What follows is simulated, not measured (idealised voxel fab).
Herein follows the process module entitled voxel gate over fins.
The figure presents cross-section cut, which has a width of 210 nm and is divided into square cells with an edge length of 5 nm.
This document writes a cross-section as a grid whose cells are square, and gives it as bands, listed from the top down; one or more rows of cells form a band. The band entry comprises the height of the band's top followed by the height of its bottom, expressed in nm, and subsequently the band's materials from left to right, each stated together with its width in nm. Where a single material is marked with the word "everywhere", that material fills the band from edge to edge. The word "blank" represents empty space. Counting heights begins at 0, where everything beneath is, in the wafer as received, one material. The lowest band has no bottom; it goes on downwards, as "z 0 and below" shows. Graded width ("30..40"): value in top row of band = first number; value in bottom row = second number; row-to-row change constant. When a step is marked "no alteration", none of the cells in the cross-section changed during that step. "Closed void roster" contains a list of empty spaces, each no smaller than 8 cells and without an open way to the top, written in the form width x height at distance with the distance from the left edge and all three in nm. Text after the settings on a step's line: the simulator's own remark on that step. On any step carrying a mask, the "overlay nm" setting, if present on the step's line, tells how far right of its planned place the mask lay; negative values point to the left. Pairs ahead. Before: cross-section ahead of one process step. After: cross-section once the step is done, shown to the lowest changed band only. Under each pair: that step, with settings. Caution: pairs may come from different runs of this module on the same starting wafer; a pair follows the pair above only where its "Status quo ante" entry says so.
Status quo ante
    z 5 to 0 | blank=45 | HfO2=15 | blank=20 | HfO2=15 | blank=20 | HfO2=15 | blank=20 | HfO2=15 | blank=45
    z 0 to -10 | blank=45 | HfO2=5 | Si=5 | HfO2=5 | blank=20 | HfO2=5 | Si=5 | HfO2=5 | blank=20 | HfO2=5 | Si=5 | HfO2=5 | blank=20 | HfO2=5 | Si=5 | HfO2=5 | blank=45
    z -10 to -15 | HfO2=50 | Si=5 | HfO2=30 | Si=5 | HfO2=30 | Si=5 | HfO2=30 | Si=5 | HfO2=50
    z -15 to -40 | SiO2=50 | Si=5 | SiO2=30 | Si=5 | SiO2=30 | Si=5 | SiO2=30 | Si=5 | SiO2=50
    z -40 and below | Si everywhere
    Closed void roster: none
Structure After Step
    z 10 to 5 | blank=40 | TiAl=25 | blank=10 | TiAl=25 | blank=10 | TiAl=25 | blank=10 | TiAl=25 | blank=40
    z 5 to 0 | blank=40 | TiAl=5 | HfO2=15 | TiAl=5 | blank=10 | TiAl=5 | HfO2=15 | TiAl=5 | blank=10 | TiAl=5 | HfO2=15 | TiAl=5 | blank=10 | TiAl=5 | HfO2=15 | TiAl=5 | blank=40
    z 0 to -5 | blank=40 | TiAl=5 | HfO2=5 | Si=5 | HfO2=5 | TiAl=5 | blank=10 | TiAl=5 | HfO2=5 | Si=5 | HfO2=5 | TiAl=5 | blank=10 | TiAl=5 | HfO2=5 | Si=5 | HfO2=5 | TiAl=5 | blank=10 | TiAl=5 | HfO2=5 | Si=5 | HfO2=5 | TiAl=5 | blank=40
    z -5 to -10 | TiAl=45 | HfO2=5 | Si=5 | HfO2=5 | TiAl=20 | HfO2=5 | Si=5 | HfO2=5 | TiAl=20 | HfO2=5 | Si=5 | HfO2=5 | TiAl=20 | HfO2=5 | Si=5 | HfO2=5 | TiAl=45
    At heights below -10, the structure remains unaltered.
    Closed void roster: none
Between the two cross-sections you see above, the step is CONFORMAL_DEP, material TiAl, thk nm 5
Status quo ante: It is represented by the cross-section appearing after the step of the pair directly above.
Structure After Step
    z 15 to 5 | blank=35 | TiAl=140 | blank=35
    z 5 to 0 | blank=35 | TiAl=10 | HfO2=15 | TiAl=20 | HfO2=15 | TiAl=20 | HfO2=15 | TiAl=20 | HfO2=15 | TiAl=10 | blank=35
    z 0 to -10 | TiAl=45 | HfO2=5 | Si=5 | HfO2=5 | TiAl=20 | HfO2=5 | Si=5 | HfO2=5 | TiAl=20 | HfO2=5 | Si=5 | HfO2=5 | TiAl=20 | HfO2=5 | Si=5 | HfO2=5 | TiAl=45
    At heights below -10, the structure remains unaltered.
    Closed void roster: none
Between the two cross-sections you see above, the step is CONFORMAL_DEP, material TiAl, thk nm 5
Status quo ante: It is represented by the cross-section appearing after the step of the pair directly above.
Structure After Step
    z 20 to 15 | blank=30 | TiN=150 | blank=30
    z 15 to 5 | blank=30 | TiN=5 | TiAl=140 | TiN=5 | blank=30
    z 5 to 0 | TiN=35 | TiAl=10 | HfO2=15 | TiAl=20 | HfO2=15 | TiAl=20 | HfO2=15 | TiAl=20 | HfO2=15 | TiAl=10 | TiN=35
    At heights below 0, the structure remains unaltered.
    Closed void roster: none
Between the two cross-sections you see above, the step is CONFORMAL_DEP, material TiN, thk nm 5
Status quo ante: It is represented by the cross-section appearing after the step of the pair directly above.
Structure After Step
    z 35 to 20 | W everywhere
    z 20 to 15 | W=30 | TiN=150 | W=30
    z 15 to 5 | W=30 | TiN=5 | TiAl=140 | TiN=5 | W=30
    At heights below 5, the structure remains unaltered.
    Closed void roster: none
Between the two cross-sections you see above, the step is FILL_DEP, material W, thk nm 15
Status quo ante: It is represented by the cross-section appearing after the step of the pair directly above.
Structure After Step
    z 30 to 20 | W everywhere
    At heights below 20, the structure remains unaltered.
    Closed void roster: none
Between the two cross-sections you see above, the step is CMP, height nm 30
Status quo ante: It is represented by the cross-section appearing after the step of the pair directly above.
Structure After Step
    z 35 to 30 | SiN everywhere
    At heights below 30, the structure remains unaltered.
    Closed void roster: none
Between the two cross-sections you see above, the step is CONFORMAL_DEP, material SiN, thk nm 5
Status quo ante
    z 15 to 5 | aC everywhere
    z 5 to 0 | SiN everywhere
    z 0 and below | Si everywhere
    Closed void roster: none
Structure After Step
    z 45 to 15 | resist=45 | blank=15 | resist=20 | blank=15 | resist=20 | blank=15 | resist=20 | blank=15 | resist=45
    At heights below 15, the structure remains unaltered.
    Closed void roster: none
Between the two cross-sections you see above, the step is PATTERN, tone open, mask id FINS, material resist, width nm 15, pitch nm 35, thk nm 30, overlay nm 0
Status quo ante: It is represented by the cross-section appearing after the step of the pair directly above.
Structure After Step
    z 35 to 15 | resist=45 | blank=15 | resist=20 | blank=15 | resist=20 | blank=15 | resist=20 | blank=15 | resist=45
    z 15 to 5 | aC=45 | blank=15 | aC=20 | blank=15 | aC=20 | blank=15 | aC=20 | blank=15 | aC=45
    At heights below 5, the structure remains unaltered.
    Closed void roster: none
Between the two cross-sections you see above, the step is DIRECTIONAL_ETCH, etch materials aC, depth nm 10
Status quo ante: It is represented by the cross-section appearing after the step of the pair directly above.
Structure After Step
    z 15 to 5 | aC=45 | blank=15 | aC=20 | blank=15 | aC=20 | blank=15 | aC=20 | blank=15 | aC=45
    At heights below 5, the structure remains unaltered.
    Closed void roster: none
Between the two cross-sections you see above, the step is STRIP, etch materials resist
Status quo ante: It is represented by the cross-section appearing after the step of the pair directly above.
Structure After Step
    z 15 to 5 | aC=45 | blank=15 | aC=20 | blank=15 | aC=20 | blank=15 | aC=20 | blank=15 | aC=45
    z 5 to 0 | SiN=45 | blank=15 | SiN=20 | blank=15 | SiN=20 | blank=15 | SiN=20 | blank=15 | SiN=45
    At heights below 0, the structure remains unaltered.
    Closed void roster: none
Between the two cross-sections you see above, the step is DIRECTIONAL_ETCH, etch materials SiN, depth nm 5
Status quo ante: It is represented by the cross-section appearing after the step of the pair directly above.
Structure After Step
    z 15 to 5 | aC=45 | blank=15 | aC=20 | blank=15 | aC=20 | blank=15 | aC=20 | blank=15 | aC=45
    z 5 to 0 | SiN=45 | blank=15 | SiN=20 | blank=15 | SiN=20 | blank=15 | SiN=20 | blank=15 | SiN=45
    z 0 to -35 | Si=45 | blank=15 | Si=20 | blank=15 | Si=20 | blank=15 | Si=20 | blank=15 | Si=45
    At heights below -35, the structure remains unaltered.
    Closed void roster: none
Between the two cross-sections you see above, the step is DIRECTIONAL_ETCH, etch materials Si, depth nm 35
Status quo ante: It is represented by the cross-section appearing after the step of the pair directly above.
Structure After Step
    z 5 to 0 | SiN=45 | blank=15 | SiN=20 | blank=15 | SiN=20 | blank=15 | SiN=20 | blank=15 | SiN=45
    At heights below 0, the structure remains unaltered.
    Closed void roster: none
Between the two cross-sections you see above, the step is STRIP, etch materials aC
Status quo ante: It is represented by the cross-section appearing after the step of the pair directly above.
Structure After Step
    z 5 to 0 | SiN=45 | blank=15 | SiN=20 | blank=15 | SiN=20 | blank=15 | SiN=20 | blank=15 | SiN=45
    z 0 to -35 | Si=40 | SiO2=5 | blank=15 | SiO2=5 | Si=10 | SiO2=5 | blank=15 | SiO2=5 | Si=10 | SiO2=5 | blank=15 | SiO2=5 | Si=10 | SiO2=5 | blank=15 | SiO2=5 | Si=40
    z -35 to -40 | Si=40 | SiO2=25 | Si=10 | SiO2=25 | Si=10 | SiO2=25 | Si=10 | SiO2=25 | Si=40
    At heights below -40, the structure remains unaltered.
    Closed void roster: none
Between the two cross-sections you see above, the step is OXIDIZE, depth nm 5
Status quo ante: It is represented by the cross-section appearing after the step of the pair directly above.
Structure After Step
    z 20 to 5 | SiO2 everywhere
    z 5 to 0 | SiN=45 | SiO2=15 | SiN=20 | SiO2=15 | SiN=20 | SiO2=15 | SiN=20 | SiO2=15 | SiN=45
    z 0 to -40 | Si=40 | SiO2=25 | Si=10 | SiO2=25 | Si=10 | SiO2=25 | Si=10 | SiO2=25 | Si=40
    At heights below -40, the structure remains unaltered.
    Closed void roster: none
Between the two cross-sections you see above, the step is FILL_DEP, material SiO2, thk nm 15
Status quo ante: It is represented by the cross-section appearing after the step of the pair directly above.
Structure After Step
    z 5 to 0 | SiN=45 | SiO2=15 | SiN=20 | SiO2=15 | SiN=20 | SiO2=15 | SiN=20 | SiO2=15 | SiN=45
    At heights below 0, the structure remains unaltered.
    Closed void roster: none
Between the two cross-sections you see above, the step is CMP, height nm 5
Status quo ante: It is represented by the cross-section appearing after the step of the pair directly above.
Structure After Step
    z 5 to 0 | SiN=45 | blank=15 | SiN=20 | blank=15 | SiN=20 | blank=15 | SiN=20 | blank=15 | SiN=45
    z 0 to -15 | Si=40 | blank=25 | Si=10 | blank=25 | Si=10 | blank=25 | Si=10 | blank=25 | Si=40
    At heights below -15, the structure remains unaltered.
    Closed void roster: none
Between the two cross-sections you see above, the step is SELECTIVE_ETCH, etch materials SiO2, depth nm 20
Status quo ante: It is represented by the cross-section appearing after the step of the pair directly above.
Structure After Step
    z 0 to -15 | Si=40 | blank=25 | Si=10 | blank=25 | Si=10 | blank=25 | Si=10 | blank=25 | Si=40
    At heights below -15, the structure remains unaltered.
    Closed void roster: none
Between the two cross-sections you see above, the step is STRIP, etch materials SiN
Status quo ante: It is represented by the cross-section appearing after the step of the pair directly above.
Structure After Step
    z 5 to 0 | HfO2=45 | blank=15 | HfO2=20 | blank=15 | HfO2=20 | blank=15 | HfO2=20 | blank=15 | HfO2=45
    z 0 to -10 | Si=40 | HfO2=5 | blank=15 | HfO2=5 | Si=10 | HfO2=5 | blank=15 | HfO2=5 | Si=10 | HfO2=5 | blank=15 | HfO2=5 | Si=10 | HfO2=5 | blank=15 | HfO2=5 | Si=40
    z -10 to -15 | Si=40 | HfO2=25 | Si=10 | HfO2=25 | Si=10 | HfO2=25 | Si=10 | HfO2=25 | Si=40
    At heights below -15, the structure remains unaltered.
    Closed void roster: none
Between the two cross-sections you see above, the step is CONFORMAL_DEP, material HfO2, thk nm 5
Status quo ante: It is represented by the cross-section appearing after the step of the pair directly above.
Structure After Step
    z 10 to 5 | TiN=50 | blank=5 | TiN=30 | blank=5 | TiN=30 | blank=5 | TiN=30 | blank=5 | TiN=50
    z 5 to 0 | HfO2=45 | TiN=5 | blank=5 | TiN=5 | HfO2=20 | TiN=5 | blank=5 | TiN=5 | HfO2=20 | TiN=5 | blank=5 | TiN=5 | HfO2=20 | TiN=5 | blank=5 | TiN=5 | HfO2=45
    z 0 to -5 | Si=40 | HfO2=5 | TiN=5 | blank=5 | TiN=5 | HfO2=5 | Si=10 | HfO2=5 | TiN=5 | blank=5 | TiN=5 | HfO2=5 | Si=10 | HfO2=5 | TiN=5 | blank=5 | TiN=5 | HfO2=5 | Si=10 | HfO2=5 | TiN=5 | blank=5 | TiN=5 | HfO2=5 | Si=40
    z -5 to -10 | Si=40 | HfO2=5 | TiN=15 | HfO2=5 | Si=10 | HfO2=5 | TiN=15 | HfO2=5 | Si=10 | HfO2=5 | TiN=15 | HfO2=5 | Si=10 | HfO2=5 | TiN=15 | HfO2=5 | Si=40
    At heights below -10, the structure remains unaltered.
    Closed void roster: none
Between the two cross-sections you see above, the step is CONFORMAL_DEP, material TiN, thk nm 5
Status quo ante: It is represented by the cross-section appearing after the step of the pair directly above.
Structure After Step
    z 15 to 10 | TiAl everywhere
    z 10 to 5 | TiN=50 | TiAl=5 | TiN=30 | TiAl=5 | TiN=30 | TiAl=5 | TiN=30 | TiAl=5 | TiN=50
    z 5 to 0 | HfO2=45 | TiN=5 | TiAl=5 | TiN=5 | HfO2=20 | TiN=5 | TiAl=5 | TiN=5 | HfO2=20 | TiN=5 | TiAl=5 | TiN=5 | HfO2=20 | TiN=5 | TiAl=5 | TiN=5 | HfO2=45
    z 0 to -5 | Si=40 | HfO2=5 | TiN=5 | TiAl=5 | TiN=5 | HfO2=5 | Si=10 | HfO2=5 | TiN=5 | TiAl=5 | TiN=5 | HfO2=5 | Si=10 | HfO2=5 | TiN=5 | TiAl=5 | TiN=5 | HfO2=5 | Si=10 | HfO2=5 | TiN=5 | TiAl=5 | TiN=5 | HfO2=5 | Si=40
    At heights below -5, the structure remains unaltered.
    Closed void roster: none
Between the two cross-sections you see above, the step is CONFORMAL_DEP, material TiAl, thk nm 5
Status quo ante: It is represented by the cross-section appearing after the step of the pair directly above.
Structure After Step
    z 20 to 15 | TiN everywhere
    At heights below 15, the structure remains unaltered.
    Closed void roster: none
Between the two cross-sections you see above, the step is CONFORMAL_DEP, material TiN, thk nm 5
Status quo ante: It is represented by the cross-section appearing after the step of the pair directly above.
Structure After Step
    z 35 to 20 | W everywhere
    At heights below 20, the structure remains unaltered.
    Closed void roster: none
Between the two cross-sections you see above, the step is FILL_DEP, material W, thk nm 15
Status quo ante: It is represented by the cross-section appearing after the step of the pair directly above.
Structure After Step
    z 30 to 20 | W everywhere
    At heights below 20, the structure remains unaltered.
    Closed void roster: none
Between the two cross-sections you see above, the step is CMP, height nm 30
Status quo ante: It is represented by the cross-section appearing after the step of the pair directly above.
Structure After Step
    z 35 to 30 | SiN everywhere
    At heights below 30, the structure remains unaltered.
    Closed void roster: none
Between the two cross-sections you see above, the step is CONFORMAL_DEP, material SiN, thk nm 5
